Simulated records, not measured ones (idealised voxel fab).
Process module in this document: voxel ribs on slabs
Cross-section cut: width 190 nm, square cells of 5 nm.
Square cells in a grid make up a cross-section in this document, and the grid is given as bands, listed from the top down, each one or more rows of cells.
Band: top height; bottom height; in nm. Then, left to right: material with width in nm, for each material. "throughout": a single material spanning edge to edge. "air": empty space.
A quick word on heights: they are counted from 0, and under that level the wafer as it came to us is one material throughout. The lowest band is different from the rest in having no bottom; it simply continues downward, written as in "0..down".
Top row gets the first number, bottom row gets the second, and each row in between changes by the same step: that is how a band width like "30..40" works.
It should be understood that the words "nothing got changed", when stated for a given step, signify that the cross-section underwent no change in any of its cells during that step.
Reported under the label "Sealed void listing" are the empty spaces having no open way to the top and comprising 8 cells or more; the notation for each is width x height at distance, in which the distance is measured from the left edge and all three values are in nm.
On each step's line, the part that comes after the settings is the simulator's own comment on the step.
"overlay nm", when on a step's line for a step with a mask, measures how far to the right of its planned place the mask lay; a negative measure means to the left.
Every pair from here on: before one process step, after it. The after cross-section reaches only to the lowest band that changed. Below the pair: the step in between and its settings. Pairs can belong to different runs of this module on the same starting wafer; a pair carries on from the pair above only if the entry headed "Incoming structure" says so.
**Incoming structure**
	0..down = Si throughout
	Sealed void listing: none
**Sectional View, Post-Process**
	25..0 = SiO2 throughout
	Heights below 0 show no change.
	Sealed void listing: none
So what happens between those two cross-sections up there? DIRECTIONAL_DEP | material SiO2 | thk nm 25
Incoming structure: Reference is made to the cross-section shown after the step in the pair directly above, which represents the state prior to this step.
**Sectional View, Post-Process**
	50..25 = polySi throughout
	Heights below 25 show no change.
	Sealed void listing: none
So what happens between those two cross-sections up there? DIRECTIONAL_DEP | material polySi | thk nm 25
Incoming structure: Reference is made to the cross-section shown after the step in the pair directly above, which represents the state prior to this step.
**Sectional View, Post-Process**
	65..50 = aC throughout
	Heights below 50 show no change.
	Sealed void listing: none
So what happens between those two cross-sections up there? DIRECTIONAL_DEP | material aC | thk nm 15
Incoming structure: Reference is made to the cross-section shown after the step in the pair directly above, which represents the state prior to this step.
**Sectional View, Post-Process**
	100..65 = air: 80, then resist: 30, then air: 80
	Heights below 65 show no change.
	Sealed void listing: none
So what happens between those two cross-sections up there? PATTERN | tone cover | mask id RIB | material resist | width nm 30 | thk nm 35 | overlay nm 0
Incoming structure: Reference is made to the cross-section shown after the step in the pair directly above, which represents the state prior to this step.
**Sectional View, Post-Process**
	85..65 = air: 80, then resist: 30, then air: 80
	65..50 = air: 80, then aC: 30, then air: 80
	Heights below 50 show no change.
	Sealed void listing: none
So what happens between those two cross-sections up there? DIRECTIONAL_ETCH | etch materials aC | depth nm 15
Incoming structure: Reference is made to the cross-section shown after the step in the pair directly above, which represents the state prior to this step.
**Sectional View, Post-Process**
	65..50 = air: 80, then aC: 30, then air: 80
	Heights below 50 show no change.
	Sealed void listing: none
So what happens between those two cross-sections up there? STRIP | etch materials resist
Incoming structure: Reference is made to the cross-section shown after the step in the pair directly above, which represents the state prior to this step.
**Sectional View, Post-Process**
	65..50 = air: 80, then aC: 30, then air: 80
	50..40 = air: 80, then polySi: 30, then air: 80
	Heights below 40 show no change.
	Sealed void listing: none
So what happens between those two cross-sections up there? DIRECTIONAL_ETCH | etch materials polySi | depth nm 10
Incoming structure: Reference is made to the cross-section shown after the step in the pair directly above, which represents the state prior to this step.
**Sectional View, Post-Process**
	50..40 = air: 80, then polySi: 30, then air: 80
	Heights below 40 show no change.
	Sealed void listing: none
So what happens between those two cross-sections up there? STRIP | etch materials aC
Incoming structure: Reference is made to the cross-section shown after the step in the pair directly above, which represents the state prior to this step.
**Sectional View, Post-Process**
	50..40 = air: 80, then polySi: 30, then air: 80
	40..25 = air: 50, then polySi: 90, then air: 50
	Heights below 25 show no change.
	Sealed void listing: none
So what happens between those two cross-sections up there? MASKED_ETCH | tone cover | mask id SLAB | width nm 90 | etch materials polySi | depth nm 15 | overlay nm 0
Incoming structure: Reference is made to the cross-section shown after the step in the pair directly above, which represents the state prior to this step.
**Sectional View, Post-Process**
	70..50 = SiO2 throughout
	50..40 = SiO2: 80, then polySi: 30, then SiO2: 80
	40..25 = SiO2: 50, then polySi: 90, then SiO2: 50
	Heights below 25 show no change.
	Sealed void listing: none
So what happens between those two cross-sections up there? FILL_DEP | material SiO2 | thk nm 20
Incoming structure: Reference is made to the cross-section shown after the step in the pair directly above, which represents the state prior to this step.
**Sectional View, Post-Process**
	65..50 = SiO2 throughout
	Heights below 50 show no change.
	Sealed void listing: none
So what happens between those two cross-sections up there? CMP | height nm 65
Incoming structure: Reference is made to the cross-section shown after the step in the pair directly above, which represents the state prior to this step.
**Sectional View, Post-Process**
	70..65 = W throughout
	Heights below 65 show no change.
	Sealed void listing: none
So what happens between those two cross-sections up there? DIRECTIONAL_DEP | material W | thk nm 5
Incoming structure: Reference is made to the cross-section shown after the step in the pair directly above, which represents the state prior to this step.
**Sectional View, Post-Process**
	85..70 = air: 75, then resist: 40, then air: 75
	Heights below 70 show no change.
	Sealed void listing: none
So what happens between those two cross-sections up there? PATTERN | tone cover | mask id HEATER | material resist | width nm 40 | thk nm 15 | overlay nm 0
Incoming structure: Reference is made to the cross-section shown after the step in the pair directly above, which represents the state prior to this step.
**Sectional View, Post-Process**
	85..70 = air: 75, then resist: 40, then air: 75
	70..65 = air: 75, then W: 40, then air: 75
	Heights below 65 show no change.
	Sealed void listing: none
So what happens between those two cross-sections up there? DIRECTIONAL_ETCH | etch materials W | depth nm 5
Incoming structure: Reference is made to the cross-section shown after the step in the pair directly above, which represents the state prior to this step.
**Sectional View, Post-Process**
	70..65 = air: 75, then W: 40, then air: 75
	Heights below 65 show no change.
	Sealed void listing: none
So what happens between those two cross-sections up there? STRIP | etch materials resist
Incoming structure: Reference is made to the cross-section shown after the step in the pair directly above, which represents the state prior to this step.
**Sectional View, Post-Process**
	75..70 = air: 70, then SiO2: 50, then air: 70
	70..65 = SiO2: 75, then W: 40, then SiO2: 75
	Heights below 65 show no change.
	Sealed void listing: none
So what happens between those two cross-sections up there? CONFORMAL_DEP | material SiO2 | thk nm 5
**Incoming structure**
	25..0 = SiO2 throughout
	0..down = Si throughout
	Sealed void listing: none
**Sectional View, Post-Process**
	50..0 = SiO2 throughout
	Heights below 0 show no change.
	Sealed void listing: none
So what happens between those two cross-sections up there? DIRECTIONAL_DEP | material SiO2 | thk nm 25
Incoming structure: Reference is made to the cross-section shown after the step in the pair directly above, which represents the state prior to this step.
**Sectional View, Post-Process**
	75..50 = polySi throughout
	Heights below 50 show no change.
	Sealed void listing: none
So what happens between those two cross-sections up there? DIRECTIONAL_DEP | material polySi | thk nm 25
Incoming structure: Reference is made to the cross-section shown after the step in the pair directly above, which represents the state prior to this step.
**Sectional View, Post-Process**
	90..75 = aC throughout
	Heights below 75 show no change.
	Sealed void listing: none
So what happens between those two cross-sections up there? DIRECTIONAL_DEP | material aC | thk nm 15
Incoming structure: Reference is made to the cross-section shown after the step in the pair directly above, which represents the state prior to this step.
**Sectional View, Post-Process**
	125..90 = air: 80, then resist: 30, then air: 80
	Heights below 90 show no change.
	Sealed void listing: none
So what happens between those two cross-sections up there? PATTERN | tone cover | mask id RIB | material resist | width nm 30 | thk nm 35 | overlay nm 0
Incoming structure: Reference is made to the cross-section shown after the step in the pair directly above, which represents the state prior to this step.
**Sectional View, Post-Process**
	110..90 = air: 80, then resist: 30, then air: 80
	90..75 = air: 80, then aC: 30, then air: 80
	Heights below 75 show no change.
	Sealed void listing: none
So what happens between those two cross-sections up there? DIRECTIONAL_ETCH | etch materials aC | depth nm 15
Incoming structure: Reference is made to the cross-section shown after the step in the pair directly above, which represents the state prior to this step.
**Sectional View, Post-Process**
	90..75 = air: 80, then aC: 30, then air: 80
	Heights below 75 show no change.
	Sealed void listing: none
So what happens between those two cross-sections up there? STRIP | etch materials resist
Incoming structure: Reference is made to the cross-section shown after the step in the pair directly above, which represents the state prior to this step.
**Sectional View, Post-Process**
	90..75 = air: 80, then aC: 30, then air: 80
	75..65 = air: 80, then polySi: 30, then air: 80
	Heights below 65 show no change.
	Sealed void listing: none
So what happens between those two cross-sections up there? DIRECTIONAL_ETCH | etch materials polySi | depth nm 10
Incoming structure: Reference is made to the cross-section shown after the step in the pair directly above, which represents the state prior to this step.
**Sectional View, Post-Process**
	75..65 = air: 80, then polySi: 30, then air: 80
	Heights below 65 show no change.
	Sealed void listing: none
So what happens between those two cross-sections up there? STRIP | etch materials aC
Incoming structure: Reference is made to the cross-section shown after the step in the pair directly above, which represents the state prior to this step.
**Sectional View, Post-Process**
	75..65 = air: 80, then polySi: 30, then air: 80
	65..50 = air: 50, then polySi: 90, then air: 50
	Heights below 50 show no change.
	Sealed void listing: none
So what happens between those two cross-sections up there? MASKED_ETCH | tone cover | mask id SLAB | width nm 90 | etch materials polySi | depth nm 15 | overlay nm 0
Incoming structure: Reference is made to the cross-section shown after the step in the pair directly above, which represents the state prior to this step.
**Sectional View, Post-Process**
	95..75 = SiO2 throughout
	75..65 = SiO2: 80, then polySi: 30, then SiO2: 80
	65..50 = SiO2: 50, then polySi: 90, then SiO2: 50
	Heights below 50 show no change.
	Sealed void listing: none
So what happens between those two cross-sections up there? FILL_DEP | material SiO2 | thk nm 20
Incoming structure: Reference is made to the cross-section shown after the step in the pair directly above, which represents the state prior to this step.
**Sectional View, Post-Process**
	65..50 = SiO2: 50, then polySi: 90, then SiO2: 50
	Heights below 50 show no change.
	Sealed void listing: none
So what happens between those two cross-sections up there? CMP | height nm 65
Incoming structure: Reference is made to the cross-section shown after the step in the pair directly above, which represents the state prior to this step.
**Sectional View, Post-Process**
	70..65 = W throughout
	Heights below 65 show no change.
	Sealed void listing: none
So what happens between those two cross-sections up there? DIRECTIONAL_DEP | material W | thk nm 5
Incoming structure: Reference is made to the cross-section shown after the step in the pair directly above, which represents the state prior to this step.
**Sectional View, Post-Process**
	85..70 = air: 75, then resist: 40, then air: 75
	Heights below 70 show no change.
	Sealed void listing: none
So what happens between those two cross-sections up there? PATTERN | tone cover | mask id HEATER | material resist | width nm 40 | thk nm 15 | overlay nm 0
Incoming structure: Reference is made to the cross-section shown after the step in the pair directly above, which represents the state prior to this step.
**Sectional View, Post-Process**
	85..70 = air: 75, then resist: 40, then air: 75
	70..65 = air: 75, then W: 40, then air: 75
	Heights below 65 show no change.
	Sealed void listing: none
So what happens between those two cross-sections up there? DIRECTIONAL_ETCH | etch materials W | depth nm 5
Incoming structure: Reference is made to the cross-section shown after the step in the pair directly above, which represents the state prior to this step.
**Sectional View, Post-Process**
	70..65 = air: 75, then W: 40, then air: 75
	Heights below 65 show no change.
	Sealed void listing: none
So what happens between those two cross-sections up there? STRIP | etch materials resist
Incoming structure: Reference is made to the cross-section shown after the step in the pair directly above, which represents the state prior to this step.
**Sectional View, Post-Process**
	75..70 = air: 70, then SiO2: 50, then air: 70
	70..65 = SiO2: 75, then W: 40, then SiO2: 75
	Heights below 65 show no change.
	Sealed void listing: none
So what happens between those two cross-sections up there? CONFORMAL_DEP | material SiO2 | thk nm 5
**Incoming structure**
	25..0 = SiO2 throughout
	0..down = Si throughout
	Sealed void listing: none
**Sectional View, Post-Process**
	40..25 = aC throughout
	Heights below 25 show no change.
	Sealed void listing: none
So what happens between those two cross-sections up there? DIRECTIONAL_DEP | material aC | thk nm 15
Incoming structure: Reference is made to the cross-section shown after the step in the pair directly above, which represents the state prior to this step.
**Sectional View, Post-Process**
	65..40 = polySi throughout
	Heights below 40 show no change.
	Sealed void listing: none
So what happens between those two cross-sections up there? DIRECTIONAL_DEP | material polySi | thk nm 25
Incoming structure: Reference is made to the cross-section shown after the step in the pair directly above, which represents the state prior to this step.
**Sectional View, Post-Process**
	100..65 = air: 80, then resist: 30, then air: 80
	Heights below 65 show no change.
	Sealed void listing: none
So what happens between those two cross-sections up there? PATTERN | tone cover | mask id RIB | material resist | width nm 30 | thk nm 35 | overlay nm 0
Incoming structure: Reference is made to the cross-section shown after the step in the pair directly above, which represents the state prior to this step.
**Sectional View, Post-Process**
	85..65 = air: 80, then resist: 30, then air: 80
	Heights below 65 show no change.
	Sealed void listing: none
So what happens between those two cross-sections up there? DIRECTIONAL_ETCH | etch materials aC | depth nm 15
Incoming structure: Reference is made to the cross-section shown after the step in the pair directly above, which represents the state prior to this step.
**Sectional View, Post-Process**
	65..40 = polySi throughout
	Heights below 40 show no change.
	Sealed void listing: none
So what happens between those two cross-sections up there? STRIP | etch materials resist
Incoming structure: Reference is made to the cross-section shown after the step in the pair directly above, which represents the state prior to this step.
**Sectional View, Post-Process**
	55..40 = polySi throughout
	Heights below 40 show no change.
	Sealed void listing: none
So what happens between those two cross-sections up there? DIRECTIONAL_ETCH | etch materials polySi | depth nm 10
Incoming structure: Reference is made to the cross-section shown after the step in the pair directly above, which represents the state prior to this step.
**Sectional View, Post-Process**
	55..40 = air: 50, then polySi: 90, then air: 50
	Heights below 40 show no change.
	Sealed void listing: none
So what happens between those two cross-sections up there? MASKED_ETCH | tone cover | mask id SLAB | width nm 90 | etch materials polySi | depth nm 15 | overlay nm 0
Incoming structure: Reference is made to the cross-section shown after the step in the pair directly above, which represents the state prior to this step.
**Sectional View, Post-Process**
	75..55 = SiO2 throughout
	55..40 = SiO2: 50, then polySi: 90, then SiO2: 50
	Heights below 40 show no change.
	Sealed void listing: none
So what happens between those two cross-sections up there? FILL_DEP | material SiO2 | thk nm 20
Incoming structure: Reference is made to the cross-section shown after the step in the pair directly above, which represents the state prior to this step.
**Sectional View, Post-Process**
	65..55 = SiO2 throughout
	Heights below 55 show no change.
	Sealed void listing: none
So what happens between those two cross-sections up there? CMP | height nm 65
Incoming structure: Reference is made to the cross-section shown after the step in the pair directly above, which represents the state prior to this step.
**Sectional View, Post-Process**
	70..65 = W throughout
	Heights below 65 show no change.
	Sealed void listing: none
So what happens between those two cross-sections up there? DIRECTIONAL_DEP | material W | thk nm 5
Incoming structure: Reference is made to the cross-section shown after the step in the pair directly above, which represents the state prior to this step.
**Sectional View, Post-Process**
	85..70 = air: 75, then resist: 40, then air: 75
	Heights below 70 show no change.
	Sealed void listing: none
So what happens between those two cross-sections up there? PATTERN | tone cover | mask id HEATER | material resist | width nm 40 | thk nm 15 | overlay nm 0
Incoming structure: Reference is made to the cross-section shown after the step in the pair directly above, which represents the state prior to this step.
**Sectional View, Post-Process**
	85..70 = air: 75, then resist: 40, then air: 75
	70..65 = air: 75, then W: 40, then air: 75
	Heights below 65 show no change.
	Sealed void listing: none
So what happens between those two cross-sections up there? DIRECTIONAL_ETCH | etch materials W | depth nm 5
Incoming structure: Reference is made to the cross-section shown after the step in the pair directly above, which represents the state prior to this step.
**Sectional View, Post-Process**
	70..65 = air: 75, then W: 40, then air: 75
	Heights below 65 show no change.
	Sealed void listing: none
So what happens between those two cross-sections up there? STRIP | etch materials resist
Incoming structure: Reference is made to the cross-section shown after the step in the pair directly above, which represents the state prior to this step.
**Sectional View, Post-Process**
	75..70 = air: 70, then SiO2: 50, then air: 70
	70..65 = SiO2: 75, then W: 40, then SiO2: 75
	Heights below 65 show no change.
	Sealed void listing: none
So what happens between those two cross-sections up there? CONFORMAL_DEP | material SiO2 | thk nm 5
**Incoming structure**
	70..50 = SiO2 throughout
	50..40 = SiO2: 80, then polySi: 30, then SiO2: 80
	40..25 = SiO2: 50, then polySi: 90, then SiO2: 50
	25..0 = SiO2 throughout
	0..down = Si throughout
	Sealed void listing: none
**Sectional View, Post-Process**
	55..50 = SiO2 throughout
	Heights below 50 show no change.
	Sealed void listing: none
So what happens between those two cross-sections up there? CMP | height nm 55
Incoming structure: Reference is made to the cross-section shown after the step in the pair directly above, which represents the state prior to this step.
**Sectional View, Post-Process**
	60..55 = W throughout
	Heights below 55 show no change.
	Sealed void listing: none
So what happens between those two cross-sections up there? DIRECTIONAL_DEP | material W | thk nm 5
Incoming structure: Reference is made to the cross-section shown after the step in the pair directly above, which represents the state prior to this step.
**Sectional View, Post-Process**
	75..60 = air: 75, then resist: 40, then air: 75
	Heights below 60 show no change.
	Sealed void listing: none
So what happens between those two cross-sections up there? PATTERN | tone cover | mask id HEATER | material resist | width nm 40 | thk nm 15 | overlay nm 0
Incoming structure: Reference is made to the cross-section shown after the step in the pair directly above, which represents the state prior to this step.
**Sectional View, Post-Process**
	75..60 = air: 75, then resist: 40, then air: 75
	60..55 = air: 75, then W: 40, then air: 75
	Heights below 55 show no change.
	Sealed void listing: none
So what happens between those two cross-sections up there? DIRECTIONAL_ETCH | etch materials W | depth nm 5
Incoming structure: Reference is made to the cross-section shown after the step in the pair directly above, which represents the state prior to this step.
**Sectional View, Post-Process**
	60..55 = air: 75, then W: 40, then air: 75
	Heights below 55 show no change.
	Sealed void listing: none
So what happens between those two cross-sections up there? STRIP | etch materials resist
Incoming structure: Reference is made to the cross-section shown after the step in the pair directly above, which represents the state prior to this step.
**Sectional View, Post-Process**
	65..60 = air: 70, then SiO2: 50, then air: 70
	60..55 = SiO2: 75, then W: 40, then SiO2: 75
	Heights below 55 show no change.
	Sealed void listing: none
So what happens between those two cross-sections up there? CONFORMAL_DEP | material SiO2 | thk nm 5
**Incoming structure**
	50..40 = air: 80, then polySi: 30, then air: 80
	40..25 = polySi throughout
	25..0 = SiO2 throughout
	0..down = Si throughout
	Sealed void listing: none
**Sectional View, Post-Process**
	50..40 = air: 80, then polySi: 30, then air: 80
	40..25 = air: 45, then polySi: 100, then air: 45
	Heights below 25 show no change.
	Sealed void listing: none
So what happens between those two cross-sections up there? MASKED_ETCH | tone cover | mask id SLAB | width nm 100 | etch materials polySi | depth nm 15 | overlay nm 0
Incoming structure: Reference is made to the cross-section shown after the step in the pair directly above, which represents the state prior to this step.
**Sectional View, Post-Process**
	70..50 = SiO2 throughout
	50..40 = SiO2: 80, then polySi: 30, then SiO2: 80
	40..25 = SiO2: 45, then polySi: 100, then SiO2: 45
	Heights below 25 show no change.
	Sealed void listing: none
So what happens between those two cross-sections up there? FILL_DEP | material SiO2 | thk nm 20
Incoming structure: Reference is made to the cross-section shown after the step in the pair directly above, which represents the state prior to this step.
**Sectional View, Post-Process**
	65..50 = SiO2 throughout
	Heights below 50 show no change.
	Sealed void listing: none
So what happens between those two cross-sections up there? CMP | height nm 65
Incoming structure: Reference is made to the cross-section shown after the step in the pair directly above, which represents the state prior to this step.
**Sectional View, Post-Process**
	70..65 = W throughout
	Heights below 65 show no change.
	Sealed void listing: none
So what happens between those two cross-sections up there? DIRECTIONAL_DEP | material W | thk nm 5
Incoming structure: Reference is made to the cross-section shown after the step in the pair directly above, which represents the state prior to this step.
**Sectional View, Post-Process**
	85..70 = air: 75, then resist: 40, then air: 75
	Heights below 70 show no change.
	Sealed void listing: none
So what happens between those two cross-sections up there? PATTERN | tone cover | mask id HEATER | material resist | width nm 40 | thk nm 15 | overlay nm 0
Incoming structure: Reference is made to the cross-section shown after the step in the pair directly above, which represents the state prior to this step.
**Sectional View, Post-Process**
	85..70 = air: 75, then resist: 40, then air: 75
	70..65 = air: 75, then W: 40, then air: 75
	Heights below 65 show no change.
	Sealed void listing: none
So what happens between those two cross-sections up there? DIRECTIONAL_ETCH | etch materials W | depth nm 5
Incoming structure: Reference is made to the cross-section shown after the step in the pair directly above, which represents the state prior to this step.
**Sectional View, Post-Process**
	70..65 = air: 75, then W: 40, then air: 75
	Heights below 65 show no change.
	Sealed void listing: none
So what happens between those two cross-sections up there? STRIP | etch materials resist
Incoming structure: Reference is made to the cross-section shown after the step in the pair directly above, which represents the state prior to this step.
**Sectional View, Post-Process**
	75..70 = air: 70, then SiO2: 50, then air: 70
	70..65 = SiO2: 75, then W: 40, then SiO2: 75
	Heights below 65 show no change.
	Sealed void listing: none
So what happens between those two cross-sections up there? CONFORMAL_DEP | material SiO2 | thk nm 5
**Incoming structure**
	50..40 = air: 80, then polySi: 30, then air: 80
	40..25 = polySi throughout
	25..0 = SiO2 throughout
	0..down = Si throughout
	Sealed void listing: none
**Sectional View, Post-Process**
	50..40 = air: 80, then polySi: 30, then air: 80
	40..25 = air: 45, then polySi: 90, then air: 55
	Heights below 25 show no change.
	Sealed void listing: none
So what happens between those two cross-sections up there? MASKED_ETCH | tone cover | mask id SLAB | width nm 90 | etch materials polySi | depth nm 15 | overlay nm -5
Incoming structure: Reference is made to the cross-section shown after the step in the pair directly above, which represents the state prior to this step.
**Sectional View, Post-Process**
	70..50 = SiO2 throughout
	50..40 = SiO2: 80, then polySi: 30, then SiO2: 80
	40..25 = SiO2: 45, then polySi: 90, then SiO2: 55
	Heights below 25 show no change.
	Sealed void listing: none
So what happens between those two cross-sections up there? FILL_DEP | material SiO2 | thk nm 20
Incoming structure: Reference is made to the cross-section shown after the step in the pair directly above, which represents the state prior to this step.
**Sectional View, Post-Process**
	65..50 = SiO2 throughout
	Heights below 50 show no change.
	Sealed void listing: none
So what happens between those two cross-sections up there? CMP | height nm 65
Incoming structure: Reference is made to the cross-section shown after the step in the pair directly above, which represents the state prior to this step.
**Sectional View, Post-Process**
	70..65 = W throughout
	Heights below 65 show no change.
	Sealed void listing: none
So what happens between those two cross-sections up there? DIRECTIONAL_DEP | material W | thk nm 5
Incoming structure: Reference is made to the cross-section shown after the step in the pair directly above, which represents the state prior to this step.
**Sectional View, Post-Process**
	85..70 = air: 75, then resist: 40, then air: 75
	Heights below 70 show no change.
	Sealed void listing: none
So what happens between those two cross-sections up there? PATTERN | tone cover | mask id HEATER | material resist | width nm 40 | thk nm 15 | overlay nm 0
Incoming structure: Reference is made to the cross-section shown after the step in the pair directly above, which represents the state prior to this step.
**Sectional View, Post-Process**
	85..70 = air: 75, then resist: 40, then air: 75
	70..65 = air: 75, then W: 40, then air: 75
	Heights below 65 show no change.
	Sealed void listing: none
So what happens between those two cross-sections up there? DIRECTIONAL_ETCH | etch materials W | depth nm 5
Incoming structure: Reference is made to the cross-section shown after the step in the pair directly above, which represents the state prior to this step.
**Sectional View, Post-Process**
	70..65 = air: 75, then W: 40, then air: 75
	Heights below 65 show no change.
	Sealed void listing: none
So what happens between those two cross-sections up there? STRIP | etch materials resist
Incoming structure: Reference is made to the cross-section shown after the step in the pair directly above, which represents the state prior to this step.
**Sectional View, Post-Process**
	75..70 = air: 70, then SiO2: 50, then air: 70
	70..65 = SiO2: 75, then W: 40, then SiO2: 75
	Heights below 65 show no change.
	Sealed void listing: none
So what happens between those two cross-sections up there? CONFORMAL_DEP | material SiO2 | thk nm 5
**Incoming structure**
	65..50 = SiO2 throughout
	50..40 = SiO2: 80, then polySi: 30, then SiO2: 80
	40..25 = SiO2: 50, then polySi: 90, then SiO2: 50
	25..0 = SiO2 throughout
	0..down = Si throughout
	Sealed void listing: none
**Sectional View, Post-Process**
	70..50 = SiO2 throughout
	Heights below 50 show no change.
	Sealed void listing: none
So what happens between those two cross-sections up there? DIRECTIONAL_DEP | material SiO2 | thk nm 5
Incoming structure: Reference is made to the cross-section shown after the step in the pair directly above, which represents the state prior to this step.
**Sectional View, Post-Process**
	85..70 = air: 75, then resist: 40, then air: 75
	Heights below 70 show no change.
	Sealed void listing: none
So what happens between those two cross-sections up there? PATTERN | tone cover | mask id HEATER | material resist | width nm 40 | thk nm 15 | overlay nm 0
Incoming structure: Reference is made to the cross-section shown after the step in the pair directly above, which represents the state prior to this step.
**Sectional View, Post-Process**
	70..50 = SiO2 throughout
	Heights below 50 show no change.
	Sealed void listing: none
So what happens between those two cross-sections up there? STRIP | etch materials resist
Incoming structure: Reference is made to the cross-section shown after the step in the pair directly above, which represents the state prior to this step.
**Sectional View, Post-Process**
	75..50 = SiO2 throughout
	Heights below 50 show no change.
	Sealed void listing: none
So what happens between those two cross-sections up there? CONFORMAL_DEP | material SiO2 | thk nm 5
**Incoming structure**
	70..65 = W throughout
	65..50 = SiO2 throughout
	50..40 = SiO2: 80, then polySi: 30, then SiO2: 80
	40..25 = SiO2: 50, then polySi: 90, then SiO2: 50
	25..0 = SiO2 throughout
	0..down = Si throughout
	Sealed void listing: none
**Sectional View, Post-Process**
	85..70 = resist: 75, then air: 40, then resist: 75
	Heights below 70 show no change.
	Sealed void listing: none
So what happens between those two cross-sections up there? PATTERN | tone open | mask id HEATER | material resist | width nm 40 | thk nm 15 | overlay nm 0
Incoming structure: Reference is made to the cross-section shown after the step in the pair directly above, which represents the state prior to this step.
**Sectional View, Post-Process**
	85..70 = resist: 75, then air: 40, then resist: 75
	70..65 = W: 75, then air: 40, then W: 75
	Heights below 65 show no change.
	Sealed void listing: none
So what happens between those two cross-sections up there? DIRECTIONAL_ETCH | etch materials W | depth nm 5
Incoming structure: Reference is made to the cross-section shown after the step in the pair directly above, which represents the state prior to this step.
**Sectional View, Post-Process**
	70..65 = W: 75, then air: 40, then W: 75
	Heights below 65 show no change.
	Sealed void listing: none
So what happens between those two cross-sections up there? STRIP | etch materials resist
Incoming structure: Reference is made to the cross-section shown after the step in the pair directly above, which represents the state prior to this step.
**Sectional View, Post-Process**
	75..70 = SiO2: 80, then air: 30, then SiO2: 80
	70..65 = W: 75, then SiO2: 40, then W: 75
	Heights below 65 show no change.
	Sealed void listing: none
So what happens between those two cross-sections up there? CONFORMAL_DEP | material SiO2 | thk nm 5
